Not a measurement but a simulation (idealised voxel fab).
You're looking at the process module voxel ribs on slabs.
The width of the displayed cross-section, cut, is 290 nm; its cells are square, with a size of 5 nm.
Each cross-section below is a grid of square cells, stated as bands in top-down order, with one or more rows of cells making up each band.
Heads up on the band format: heights come first, top then bottom, in nm. After that it's the materials left to right, each with its width in nm. A single material flagged "edge to edge" fills the whole band edge to edge, and "blank" means there's empty space there.
Heights are reckoned from 0. Under this level, the received wafer is all of one material. The bottommost band is open-ended downward, for example "0..down".
Note: "30..40" means the width goes from the first number (top row of the band) to the second number (bottom row) in equal steps per row of cells.
Where the words "nothing changed" appear for a step, the cross-section shows no cell changed by that step; every cell remained as before.
"Closed void roster" specifies each empty space that is not open to the top and that occupies no fewer than 8 cells, using the form width x height at distance, the distance measured from the left edge and all three quantities in nm.
Past the settings on a step's line: simulator remark, on that step.
A step's line can hold "overlay nm"; with a mask on that step, the setting says how far right of the planned place the mask lay, while a negative setting says it lay to the left.
Here's what the planned process steps look like
- 1: RECEIVE, material Si
- 2: DIRECTIONAL_DEP, material SiO2, thk nm 20
- 3: DIRECTIONAL_DEP, material polySi, thk nm 15
- 4: MASKED_ETCH, tone cover, mask id RIB, width nm 20, etch materials polySi, depth nm 10, overlay nm 0
- 5: MASKED_ETCH, tone cover, mask id SLAB, width nm 60, etch materials polySi, depth nm 5, overlay nm 0
- 6: FILL_DEP, material SiO2, thk nm 25
- 7: CMP, height nm 55
- 8: DIRECTIONAL_DEP, material TiN, thk nm 10
- 9: DIRECTIONAL_DEP, material aC, thk nm 15
- 10: PATTERN, tone cover, mask id HEATER, material resist, width nm 30, thk nm 30, overlay nm 0
- 11: DIRECTIONAL_ETCH, etch materials aC, depth nm 15
- 12: STRIP, etch materials resist
- 13: DIRECTIONAL_ETCH, etch materials TiN, depth nm 10
- 14: STRIP, etch materials aC
- 15: CONFORMAL_DEP, material SiO2, thk nm 5
Incoming wafer in cross-section (state: after step 1)
0..down | Si edge to edge
Closed void roster: none
Cross-section taken at module completion on the first of two wafers; processed per the plan
70..65 | blank=125  SiO2=40  blank=125
65..60 | blank=125  SiO2=5  TiN=30  SiO2=5  blank=125
60..55 | SiO2=130  TiN=30  SiO2=130
55..35 | SiO2 edge to edge
35..25 | SiO2=135  polySi=20  SiO2=135
25..20 | SiO2=115  polySi=60  SiO2=115
20..0 | SiO2 edge to edge
0..down | Si edge to edge
Closed void roster: none
Second of two wafers, module complete, sectioned: it shares the first wafer's start and plan but was run with one mistake
70..65 | blank=125  aC=40  blank=125
65..60 | blank=125  aC=5  TiN=30  aC=5  blank=125
60..55 | aC=130  TiN=30  aC=130
55..35 | SiO2 edge to edge
35..25 | SiO2=135  polySi=20  SiO2=135
25..20 | SiO2=115  polySi=60  SiO2=115
20..0 | SiO2 edge to edge
0..down | Si edge to edge
Closed void roster: none
It is concluded that the wafer was processed incorrectly with respect to the plan, in that heads up, step 15 didn't go per plan, it actually ran as CONFORMAL_DEP, material aC, thk nm 5
It is noted that, at the conclusion of processing, the second wafer exhibits a higher or lower cell count for certain materials relative to the first: SiO2 -62 | aC +62
